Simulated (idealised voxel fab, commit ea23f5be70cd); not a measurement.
Documented hereafter: the process module known as voxel self aligned vias.
Cross-sectional view cut (width: 185 nm; square cell size: 5 nm).
Think of the cross-section as a grid of square cells. We describe it in bands, top to bottom, and each band covers one or more rows of those cells.
It is stipulated that each band's entry specify, in nanometres, the height of the top of the band and then that of its bottom, followed by the materials of the band in left-to-right sequence, each together with its width in nanometres. A single material marked by the word "edge to edge" is understood to fill the band from edge to edge; the word "empty" is understood to denote empty space.
Counting heights begins at 0, where everything beneath is, in the wafer as received, one material. The lowest band has no bottom; it goes on downwards, as "0..down" shows.
Width: "30..40" (first number = top row, second number = bottom row, same change from row to row of cells).
Any step labelled "remains unaltered" changed none of the cells in the cross-section.
Voids not open to the top, 8 cells minimum: see "Enclosed cavities". Written width x height at distance; distance is from the left edge; nm.
Anything after a step's settings on that line? It's the simulator's own note about the step.
"overlay nm" denotes, for a step that has a mask, the displacement of the mask to the right of its planned place, with negative values corresponding to the left.

LIST OF PLANNED PROCESS STEPS
- 1: RECEIVE,material Si
- 2: CONFORMAL_DEP,material SiO2,thk nm 10
- 3: CONFORMAL_DEP,material SiCN,thk nm 5
- 4: DIRECTIONAL_DEP,material SiO2,thk nm 25
- 5: MASKED_ETCH,tone open,mask id LINES,width nm 25,pitch nm 70,etch materials SiO2,depth nm 25,overlay nm 0
- 6: CONFORMAL_DEP,material TiN,thk nm 5
- 7: FILL_DEP,material Ru,thk nm 10
- 8: CMP,height nm 40
- 9: SELECTIVE_ETCH,etch materials W Ru TiN,depth nm 5
- 10: FILL_DEP,material SiN,thk nm 10
- 11: CMP,height nm 40
- 12: DIRECTIONAL_DEP,material SiO2,thk nm 20
- 13: DIRECTIONAL_DEP,material aC,thk nm 10
- 14: PATTERN,tone open,mask id VIAS,material resist,width nm 45,thk nm 30,overlay nm 0
- 15: DIRECTIONAL_ETCH,etch materials aC,depth nm 10
- 16: STRIP,etch materials resist
- 17: DIRECTIONAL_ETCH,etch materials SiO2,depth nm 20
- 18: DIRECTIONAL_ETCH,etch materials SiN,depth nm 5
- 19: STRIP,etch materials aC
- 20: CONFORMAL_DEP,material TiN,thk nm 5
- 21: FILL_DEP,material Ru,thk nm 10
- 22: CMP,height nm 60
- 23: CONFORMAL_DEP,material SiCN,thk nm 5

FIRST WAFER OF TWO (RUN AS PLANNED)

WAFER AT RECEIPT (POST STEP 1), CROSS-SECTION
0..down: Si edge to edge
Enclosed cavities: none

UPON COMPLETION OF STEP 2, THE WAFER APPEARS IN CROSS-SECTION AS SHOWN
10..0: SiO2 edge to edge
Below 0, the layers are the same as they were.

UPON COMPLETION OF STEP 3, THE WAFER APPEARS IN CROSS-SECTION AS SHOWN
15..10: SiCN edge to edge
Below 10, the layers are the same as they were.

UPON COMPLETION OF STEP 4, THE WAFER APPEARS IN CROSS-SECTION AS SHOWN
40..15: SiO2 edge to edge
Below 15, the layers are the same as they were.

UPON COMPLETION OF STEP 5, THE WAFER APPEARS IN CROSS-SECTION AS SHOWN
40..15: SiO2 (45), then empty (25), then SiO2 (45), then empty (25), then SiO2 (45)
Below 15, the layers are the same as they were.

UPON COMPLETION OF STEP 6, THE WAFER APPEARS IN CROSS-SECTION AS SHOWN
45..40: TiN (50), then empty (15), then TiN (55), then empty (15), then TiN (50)
40..20: SiO2 (45), then TiN (5), then empty (15), then TiN (5), then SiO2 (45), then TiN (5), then empty (15), then TiN (5), then SiO2 (45)
20..15: SiO2 (45), then TiN (25), then SiO2 (45), then TiN (25), then SiO2 (45)
Below 15, the layers are the same as they were.

UPON COMPLETION OF STEP 7, THE WAFER APPEARS IN CROSS-SECTION AS SHOWN
55..45: Ru edge to edge
45..40: TiN (50), then Ru (15), then TiN (55), then Ru (15), then TiN (50)
40..20: SiO2 (45), then TiN (5), then Ru (15), then TiN (5), then SiO2 (45), then TiN (5), then Ru (15), then TiN (5), then SiO2 (45)
Below 20, the layers are the same as they were.

UPON COMPLETION OF STEP 8, THE WAFER APPEARS IN CROSS-SECTION AS SHOWN
40..20: SiO2 (45), then TiN (5), then Ru (15), then TiN (5), then SiO2 (45), then TiN (5), then Ru (15), then TiN (5), then SiO2 (45)
Below 20, the layers are the same as they were.

UPON COMPLETION OF STEP 9, THE WAFER APPEARS IN CROSS-SECTION AS SHOWN
40..35: SiO2 (45), then empty (25), then SiO2 (45), then empty (25), then SiO2 (45)
Below 35, the layers are the same as they were.

UPON COMPLETION OF STEP 10, THE WAFER APPEARS IN CROSS-SECTION AS SHOWN
50..40: SiN edge to edge
40..35: SiO2 (45), then SiN (25), then SiO2 (45), then SiN (25), then SiO2 (45)
Below 35, the layers are the same as they were.

UPON COMPLETION OF STEP 11, THE WAFER APPEARS IN CROSS-SECTION AS SHOWN
40..35: SiO2 (45), then SiN (25), then SiO2 (45), then SiN (25), then SiO2 (45)
Below 35, the layers are the same as they were.

UPON COMPLETION OF STEP 12, THE WAFER APPEARS IN CROSS-SECTION AS SHOWN
60..40: SiO2 edge to edge
Below 40, the layers are the same as they were.

UPON COMPLETION OF STEP 13, THE WAFER APPEARS IN CROSS-SECTION AS SHOWN
70..60: aC edge to edge
Below 60, the layers are the same as they were.

UPON COMPLETION OF STEP 14, THE WAFER APPEARS IN CROSS-SECTION AS SHOWN
100..70: resist (35), then empty (45), then resist (105)
Below 70, the layers are the same as they were.

UPON COMPLETION OF STEP 15, THE WAFER APPEARS IN CROSS-SECTION AS SHOWN
90..70: resist (35), then empty (45), then resist (105)
70..60: aC (35), then empty (45), then aC (105)
Below 60, the layers are the same as they were.

UPON COMPLETION OF STEP 16, THE WAFER APPEARS IN CROSS-SECTION AS SHOWN
70..60: aC (35), then empty (45), then aC (105)
Below 60, the layers are the same as they were.

UPON COMPLETION OF STEP 17, THE WAFER APPEARS IN CROSS-SECTION AS SHOWN
70..60: aC (35), then empty (45), then aC (105)
60..40: SiO2 (35), then empty (45), then SiO2 (105)
Below 40, the layers are the same as they were.

UPON COMPLETION OF STEP 18, THE WAFER APPEARS IN CROSS-SECTION AS SHOWN
70..60: aC (35), then empty (45), then aC (105)
60..40: SiO2 (35), then empty (45), then SiO2 (105)
40..35: SiO2 (45), then empty (25), then SiO2 (45), then SiN (25), then SiO2 (45)
Below 35, the layers are the same as they were.

UPON COMPLETION OF STEP 19, THE WAFER APPEARS IN CROSS-SECTION AS SHOWN
60..40: SiO2 (35), then empty (45), then SiO2 (105)
Below 40, the layers are the same as they were.

UPON COMPLETION OF STEP 20, THE WAFER APPEARS IN CROSS-SECTION AS SHOWN
65..60: TiN (40), then empty (35), then TiN (110)
60..45: SiO2 (35), then TiN (5), then empty (35), then TiN (5), then SiO2 (105)
45..40: SiO2 (35), then TiN (15), then empty (15), then TiN (15), then SiO2 (105)
40..35: SiO2 (45), then TiN (25), then SiO2 (45), then SiN (25), then SiO2 (45)
Below 35, the layers are the same as they were.

UPON COMPLETION OF STEP 21, THE WAFER APPEARS IN CROSS-SECTION AS SHOWN
75..65: Ru edge to edge
65..60: TiN (40), then Ru (35), then TiN (110)
60..45: SiO2 (35), then TiN (5), then Ru (35), then TiN (5), then SiO2 (105)
45..40: SiO2 (35), then TiN (15), then Ru (15), then TiN (15), then SiO2 (105)
Below 40, the layers are the same as they were.

UPON COMPLETION OF STEP 22, THE WAFER APPEARS IN CROSS-SECTION AS SHOWN
60..45: SiO2 (35), then TiN (5), then Ru (35), then TiN (5), then SiO2 (105)
Below 45, the layers are the same as they were.

UPON COMPLETION OF STEP 23, THE WAFER APPEARS IN CROSS-SECTION AS SHOWN
65..60: SiCN edge to edge
Below 60, the layers are the same as they were.

HERE THE SECOND WAFER IS DESCRIBED. ITS START AND ITS PLAN WERE THOSE OF THE FIRST WAFER. ITS RUN CONTAINED ONE MISTAKE. UP TO AND INCLUDING STEP 2, IT DID EXACTLY WHAT THE FIRST WAFER DID

SECOND WAFER AT THE PLANNED FINISH OF STEP 3, SEEN IN CROSS-SECTION
15..10: aC edge to edge
Below 10, the layers are the same as they were.

SECOND WAFER AT THE PLANNED FINISH OF STEP 4, SEEN IN CROSS-SECTION
40..15: SiO2 edge to edge
Below 15, the layers are the same as they were.

SECOND WAFER AT THE PLANNED FINISH OF STEP 5, SEEN IN CROSS-SECTION
40..15: SiO2 (45), then empty (25), then SiO2 (45), then empty (25), then SiO2 (45)
Below 15, the layers are the same as they were.

SECOND WAFER AT THE PLANNED FINISH OF STEP 6, SEEN IN CROSS-SECTION
45..40: TiN (50), then empty (15), then TiN (55), then empty (15), then TiN (50)
40..20: SiO2 (45), then TiN (5), then empty (15), then TiN (5), then SiO2 (45), then TiN (5), then empty (15), then TiN (5), then SiO2 (45)
20..15: SiO2 (45), then TiN (25), then SiO2 (45), then TiN (25), then SiO2 (45)
Below 15, the layers are the same as they were.

SECOND WAFER AT THE PLANNED FINISH OF STEP 7, SEEN IN CROSS-SECTION
55..45: Ru edge to edge
45..40: TiN (50), then Ru (15), then TiN (55), then Ru (15), then TiN (50)
40..20: SiO2 (45), then TiN (5), then Ru (15), then TiN (5), then SiO2 (45), then TiN (5), then Ru (15), then TiN (5), then SiO2 (45)
Below 20, the layers are the same as they were.

SECOND WAFER AT THE PLANNED FINISH OF STEP 8, SEEN IN CROSS-SECTION
40..20: SiO2 (45), then TiN (5), then Ru (15), then TiN (5), then SiO2 (45), then TiN (5), then Ru (15), then TiN (5), then SiO2 (45)
Below 20, the layers are the same as they were.

SECOND WAFER AT THE PLANNED FINISH OF STEP 9, SEEN IN CROSS-SECTION
40..35: SiO2 (45), then empty (25), then SiO2 (45), then empty (25), then SiO2 (45)
Below 35, the layers are the same as they were.

SECOND WAFER AT THE PLANNED FINISH OF STEP 10, SEEN IN CROSS-SECTION
50..40: SiN edge to edge
40..35: SiO2 (45), then SiN (25), then SiO2 (45), then SiN (25), then SiO2 (45)
Below 35, the layers are the same as they were.

SECOND WAFER AT THE PLANNED FINISH OF STEP 11, SEEN IN CROSS-SECTION
40..35: SiO2 (45), then SiN (25), then SiO2 (45), then SiN (25), then SiO2 (45)
Below 35, the layers are the same as they were.

SECOND WAFER AT THE PLANNED FINISH OF STEP 12, SEEN IN CROSS-SECTION
60..40: SiO2 edge to edge
Below 40, the layers are the same as they were.

SECOND WAFER AT THE PLANNED FINISH OF STEP 13, SEEN IN CROSS-SECTION
70..60: aC edge to edge
Below 60, the layers are the same as they were.

SECOND WAFER AT THE PLANNED FINISH OF STEP 14, SEEN IN CROSS-SECTION
100..70: resist (35), then empty (45), then resist (105)
Below 70, the layers are the same as they were.

SECOND WAFER AT THE PLANNED FINISH OF STEP 15, SEEN IN CROSS-SECTION
90..70: resist (35), then empty (45), then resist (105)
70..60: aC (35), then empty (45), then aC (105)
Below 60, the layers are the same as they were.

SECOND WAFER AT THE PLANNED FINISH OF STEP 16, SEEN IN CROSS-SECTION
70..60: aC (35), then empty (45), then aC (105)
Below 60, the layers are the same as they were.

SECOND WAFER AT THE PLANNED FINISH OF STEP 17, SEEN IN CROSS-SECTION
70..60: aC (35), then empty (45), then aC (105)
60..40: SiO2 (35), then empty (45), then SiO2 (105)
Below 40, the layers are the same as they were.

SECOND WAFER AT THE PLANNED FINISH OF STEP 18, SEEN IN CROSS-SECTION
70..60: aC (35), then empty (45), then aC (105)
60..40: SiO2 (35), then empty (45), then SiO2 (105)
40..35: SiO2 (45), then empty (25), then SiO2 (45), then SiN (25), then SiO2 (45)
Below 35, the layers are the same as they were.

SECOND WAFER AT THE PLANNED FINISH OF STEP 19, SEEN IN CROSS-SECTION
60..40: SiO2 (35), then empty (45), then SiO2 (105)
Below 40, the layers are the same as they were.

SECOND WAFER AT THE PLANNED FINISH OF STEP 20, SEEN IN CROSS-SECTION
65..60: TiN (40), then empty (35), then TiN (110)
60..45: SiO2 (35), then TiN (5), then empty (35), then TiN (5), then SiO2 (105)
45..40: SiO2 (35), then TiN (15), then empty (15), then TiN (15), then SiO2 (105)
40..35: SiO2 (45), then TiN (25), then SiO2 (45), then SiN (25), then SiO2 (45)
Below 35, the layers are the same as they were.

SECOND WAFER AT THE PLANNED FINISH OF STEP 21, SEEN IN CROSS-SECTION
75..65: Ru edge to edge
65..60: TiN (40), then Ru (35), then TiN (110)
60..45: SiO2 (35), then TiN (5), then Ru (35), then TiN (5), then SiO2 (105)
45..40: SiO2 (35), then TiN (15), then Ru (15), then TiN (15), then SiO2 (105)
Below 40, the layers are the same as they were.

SECOND WAFER AT THE PLANNED FINISH OF STEP 22, SEEN IN CROSS-SECTION
60..45: SiO2 (35), then TiN (5), then Ru (35), then TiN (5), then SiO2 (105)
Below 45, the layers are the same as they were.

SECOND WAFER AT THE PLANNED FINISH OF STEP 23, SEEN IN CROSS-SECTION
65..60: SiCN edge to edge
Below 60, the layers are the same as they were.
Want to know what went wrong? step 3 was not run as planned; what actually ran was CONFORMAL_DEP,material aC,thk nm 5
It is noted that, at the conclusion of processing, the second wafer exhibits a higher or lower cell count for certain materials relative to the first: SiCN -37 | aC +37
